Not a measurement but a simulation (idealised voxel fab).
Process module, titled voxel spacer lines
cross-section cut | 195 nm wide | cells 5 nm
In what follows, cross-sections appear as grids of square cells, described through bands that run from the top down, where every band is one or more rows of cells. For a band, the entry starts with two heights in nm, that of the top and then that of the bottom, and carries on with the band's materials in order from left to right, each alongside its width in nm; the word "edge to edge" beside a single material means it fills the band edge to edge, and "air" means empty space. For the purposes of this specification, 0 denotes the height below which the wafer in its as-received condition is composed wholly of one material, and the lowermost band, lacking a lower limit, extends downward without end, as expressed in "0 -> down". The two numbers in a width such as "30 to 40" mark its ends across the band: the first belongs to the top row of cells, the second to the bottom row, and from each row to the next the width moves by the same amount. "no modifications" (step): cross-section cells unchanged, all of them. "Closed void roster" contains a list of empty spaces, each no smaller than 8 cells and without an open way to the top, written in the form width x height at distance with the distance from the left edge and all three in nm. Text after the settings on a step's line: the simulator's own remark on that step. A step line may carry the setting "overlay nm", which, for steps involving a mask, states the distance by which the mask lay to the right of its intended position; negative values denote displacement to the left.
-- Here's what the planned process steps look like
1,RECEIVE, material Si
2,CONFORMAL_DEP, material SiO2, thk nm 10
3,DIRECTIONAL_DEP, material TiN, thk nm 15
4,DIRECTIONAL_DEP, material aC, thk nm 30
5,PATTERN, tone cover, mask id MANDREL, material resist, width nm 20, pitch nm 70, thk nm 35, overlay nm 0
6,DIRECTIONAL_ETCH, etch materials aC, depth nm 30
7,STRIP, etch materials resist
8,CONFORMAL_DEP, material SiN, thk nm 15
9,DIRECTIONAL_ETCH, etch materials SiN, depth nm 15
10,STRIP, etch materials aC
11,DIRECTIONAL_ETCH, etch materials TiN, depth nm 15
12,STRIP, etch materials SiN
-- as received, after step 1
> 0 -> down  Si edge to edge
> Closed void roster: none
-- Wafer cross-section at module end: first of two, run to plan
> 25 -> 10  15 nm TiN / 20 nm air / 15 nm TiN / 20 nm air / 15 nm TiN / 20 nm air / 15 nm TiN / 20 nm air / 15 nm TiN / 20 nm air / 15 nm TiN / 5 nm air
> 10 -> 0  SiO2 edge to edge
> 0 -> down  Si edge to edge
> Closed void roster: none
-- This cross-section belongs to the second wafer of two at the end of the module; the start and the plan were shared with the first, and the run included one mistake
> 25 -> 10  5 nm air / 15 nm TiN / 20 nm air / 15 nm TiN / 20 nm air / 15 nm TiN / 20 nm air / 15 nm TiN / 20 nm air / 15 nm TiN / 20 nm air / 15 nm TiN
> 10 -> 0  SiO2 edge to edge
> 0 -> down  Si edge to edge
> Closed void roster: none
Error vs. plan: step 5 ran as: PATTERN, tone cover, mask id MANDREL, material resist, width nm 20, pitch nm 70, thk nm 35, overlay nm 5
Final state: per-material cell counts identical on both wafers; locations differ.
